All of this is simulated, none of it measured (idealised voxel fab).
process module | voxel self aligned contacts
cross-section cut | 290 nm wide | cells 5 nm
A cross-section is a grid of square cells, given in bands from the top down. A band is one or more rows of cells.
Each band's line starts with the height of the band's top and of its bottom, in nm. Then come its materials from left to right, each with its width in nm. One material with "throughout" fills the band from edge to edge. "air" is empty space.
Height 0 is the level under which the wafer as received is all one material. The lowest band goes on downwards, as in "0 down".
A width such as "30 to 40" changes by the same amount from each row of cells to the next, from the band's top row to its bottom row.
"no change" after a step means that no cell of the cross-section changed.
closed voids: empty space of 8 cells or more with no open way to the top, each as width x height at its distance from the left edge, in nm
after a step's settings: what the simulator itself notes on the step
overlay nm, on a step with a mask: how far to the right of its planned place the mask lay; to the left if negative
plan
1 op RECEIVE | material Si
2 op CONFORMAL_DEP | material SiO2 | thk nm 5
3 op DIRECTIONAL_DEP | material polySi | thk nm 20
4 op DIRECTIONAL_DEP | material SiN | thk nm 25
5 op DIRECTIONAL_DEP | material aC | thk nm 15
6 op PATTERN | tone cover | mask id GATE | material resist | width nm 30 | pitch nm 65 | thk nm 35 | overlay nm 0
7 op DIRECTIONAL_ETCH | etch materials aC | depth nm 15
8 op STRIP | etch materials resist
9 op DIRECTIONAL_ETCH | etch materials SiN | depth nm 25
10 op DIRECTIONAL_ETCH | etch materials polySi | depth nm 20
11 op STRIP | etch materials aC
12 op CONFORMAL_DEP | material SiN | thk nm 10
13 op DIRECTIONAL_ETCH | etch materials SiN | depth nm 10
14 op FILL_DEP | material SiO2 | thk nm 15
15 op CMP | height nm 60
16 op DIRECTIONAL_DEP | material aC | thk nm 10
17 op PATTERN | tone open | mask id CONTACT | material resist | width nm 45 | pitch nm 65 | thk nm 25 | overlay nm 0
18 op DIRECTIONAL_ETCH | etch materials aC | depth nm 10
19 op STRIP | etch materials resist
20 op DIRECTIONAL_ETCH | etch materials SiO2 | depth nm 60
21 op STRIP | etch materials aC
22 op CONFORMAL_DEP | material TiN | thk nm 5
23 op FILL_DEP | material Ru | thk nm 10
24 op CMP | height nm 60
25 op CONFORMAL_DEP | material SiN | thk nm 5
as received, after step 1
  0 down: Si throughout
  closed voids: none
first wafer at the end, as planned
  65 to 60: SiN throughout
  60 to 50: SiO2 90 | TiN 5 to 20 | Ru 35 to 5 | TiN 5 to 20 | SiO2 20 | TiN 5 to 20 | Ru 35 to 5 | TiN 5 to 20 | SiO2 90
  50 to 25: SiO2 55 | SiN 50 | TiN 5 | Ru 5 | TiN 5 | SiN 50 | TiN 5 | Ru 5 | TiN 5 | SiN 50 | SiO2 55
  25 to 5: SiO2 55 | SiN 10 | polySi 30 | SiN 10 | TiN 5 | Ru 5 | TiN 5 | SiN 10 | polySi 30 | SiN 10 | TiN 5 | Ru 5 | TiN 5 | SiN 10 | polySi 30 | SiN 10 | SiO2 55
  5 to 0: SiO2 105 | TiN 15 | SiO2 50 | TiN 15 | SiO2 105
  0 down: Si throughout
  closed voids: none
second wafer at the end: like start, like plan, one mistake
  80 to 75: SiN throughout
  75 to 65: Ru throughout
  65 to 60: TiN 95 | Ru 35 | TiN 30 | Ru 35 | TiN 95
  60 to 50: SiO2 90 | TiN 5 to 20 | Ru 35 to 5 | TiN 5 to 20 | SiO2 20 | TiN 5 to 20 | Ru 35 to 5 | TiN 5 to 20 | SiO2 90
  50 to 25: SiO2 55 | SiN 50 | TiN 5 | Ru 5 | TiN 5 | SiN 50 | TiN 5 | Ru 5 | TiN 5 | SiN 50 | SiO2 55
  25 to 5: SiO2 55 | SiN 10 | polySi 30 | SiN 10 | TiN 5 | Ru 5 | TiN 5 | SiN 10 | polySi 30 | SiN 10 | TiN 5 | Ru 5 | TiN 5 | SiN 10 | polySi 30 | SiN 10 | SiO2 55
  5 to 0: SiO2 105 | TiN 15 | SiO2 50 | TiN 15 | SiO2 105
  0 down: Si throughout
  closed voids: none
what went wrong: step 24 was left out
at the end the second wafer has, in cells: 130 more of Ru | 44 more of TiN
